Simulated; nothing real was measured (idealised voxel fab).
process module | voxel gate over fins
cross-section cut | 180 nm wide | cells 5 nm
A cross-section is a grid of square cells, given in bands from the top down. A band is one or more rows of cells.
Each band's line starts with the height of the band's top and of its bottom, in nm. Then come its materials from left to right, each with its width in nm. One material with "throughout" fills the band from edge to edge. "air" is empty space.
Height 0 is the level under which the wafer as received is all one material. The lowest band goes on downwards, as in "0 down".
A width such as "30 to 40" changes by the same amount from each row of cells to the next, from the band's top row to its bottom row.
"no change" after a step means that no cell of the cross-section changed.
closed voids: empty space of 8 cells or more with no open way to the top, each as width x height at its distance from the left edge, in nm
after a step's settings: what the simulator itself notes on the step
overlay nm, on a step with a mask: how far to the right of its planned place the mask lay; to the left if negative
plan
1 op RECEIVE | material Si
2 op CONFORMAL_DEP | material SiN | thk nm 5
3 op PATTERN | tone cover | mask id FINS | material resist | width nm 15 | pitch nm 35 | thk nm 15 | overlay nm 0
4 op DIRECTIONAL_ETCH | etch materials SiN | depth nm 5
5 op DIRECTIONAL_ETCH | etch materials Si | depth nm 35
6 op STRIP | etch materials resist
7 op FILL_DEP | material SiO2 | thk nm 5
8 op CMP | height nm 5
9 op SELECTIVE_ETCH | etch materials SiO2 | depth nm 15
10 op STRIP | etch materials SiN
11 op CONFORMAL_DEP | material HfO2 | thk nm 5
12 op CONFORMAL_DEP | material TiN | thk nm 5
13 op FILL_DEP | material W | thk nm 10
14 op CMP | height nm 15
15 op CONFORMAL_DEP | material SiN | thk nm 5
as received, after step 1
  0 down: Si throughout
  closed voids: none
a wafer at the end: this start, this plan, one mistake
  20 to 15: SiN throughout
  15 to 10: W throughout
  10 to 5: W 35 | TiN 105 | W 40
  5 to 0: W 35 | TiN 5 | HfO2 25 | TiN 10 | HfO2 25 | TiN 10 | HfO2 25 | TiN 5 | W 40
  0 to -10: W 35 | TiN 5 | HfO2 5 | Si 15 | HfO2 5 | TiN 10 | HfO2 5 | Si 15 | HfO2 5 | TiN 10 | HfO2 5 | Si 15 | HfO2 5 | TiN 5 | W 40
  -10 to -15: TiN 40 | HfO2 5 | Si 15 | HfO2 5 | TiN 10 | HfO2 5 | Si 15 | HfO2 5 | TiN 10 | HfO2 5 | Si 15 | HfO2 5 | TiN 45
  -15 to -20: HfO2 45 | Si 15 | HfO2 20 | Si 15 | HfO2 20 | Si 15 | HfO2 50
  -20 to -35: SiO2 45 | Si 15 | SiO2 20 | Si 15 | SiO2 20 | Si 15 | SiO2 50
  -35 down: Si throughout
  closed voids: none
what went wrong: step 9 ran as: op SELECTIVE_ETCH | etch materials SiO2 | depth nm 25
